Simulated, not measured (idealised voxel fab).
The document below concerns the process module designated voxel tone inversion.
We display cut, a cross-section 180 nm in width whose square cells are each 5 nm.
A cross-section is a grid of square cells, given in bands from the top down. A band is one or more rows of cells.
Heads up on the band format: heights come first, top then bottom, in nm. After that it's the materials left to right, each with its width in nm. A single material flagged "full width" fills the whole band edge to edge, and "empty" means there's empty space there.
Height 0 is the level under which the wafer as received is all one material. The lowest band goes on downwards, as in "0 nm and below".
The two numbers in a width such as "30..40" mark its ends across the band: the first belongs to the top row of cells, the second to the bottom row, and from each row to the next the width moves by the same amount.
Where the words "nothing was modified" appear for a step, the cross-section shows no cell changed by that step; every cell remained as before.
The label "Unvented voids" introduces a list of the empty spaces, 8 cells or larger, that have no open way up to the top; each entry in it reads width x height at distance, where the distance is taken from the left edge and all three are stated in nm.
On a step's line, text after the settings is the simulator commenting on that step.
A step line may carry the setting "overlay nm", which, for steps involving a mask, states the distance by which the mask lay to the right of its intended position; negative values denote displacement to the left.

Planned process steps:
- 1: RECEIVE (material Si)
- 2: CONFORMAL_DEP (material SiCN; thk nm 5)
- 3: DIRECTIONAL_DEP (material aC; thk nm 15)
- 4: PATTERN (tone cover; mask id POSTS; material resist; width nm 15; pitch nm 45; thk nm 25; overlay nm -15)
- 5: DIRECTIONAL_ETCH (etch materials aC; depth nm 15)
- 6: STRIP (etch materials resist)
- 7: FILL_DEP (material SiO2; thk nm 10)
- 8: CMP (height nm 20)
- 9: STRIP (etch materials aC)
Same starting wafers, different overlay nm at step 4. Plan value belongs to the first wafer.

Cross-section of the first of several received wafers, showing its state after step 1:
	0 nm and below | Si full width
	Unvented voids: none

Table: wafers, a row each; end-of-module cell change per material since receipt, gain (+), loss (-); then closed voids:
overlay nm -15; +36 SiCN; +90 SiO2; Unvented voids: none
overlay nm -10; +36 SiCN; +90 SiO2; Unvented voids: none
overlay nm -5; +36 SiCN; +90 SiO2; Unvented voids: none
overlay nm 0; +36 SiCN; +90 SiO2; Unvented voids: none
overlay nm 5; +36 SiCN; +90 SiO2; Unvented voids: none
overlay nm 10; +36 SiCN; +90 SiO2; Unvented voids: none
overlay nm 15; +36 SiCN; +90 SiO2; Unvented voids: none
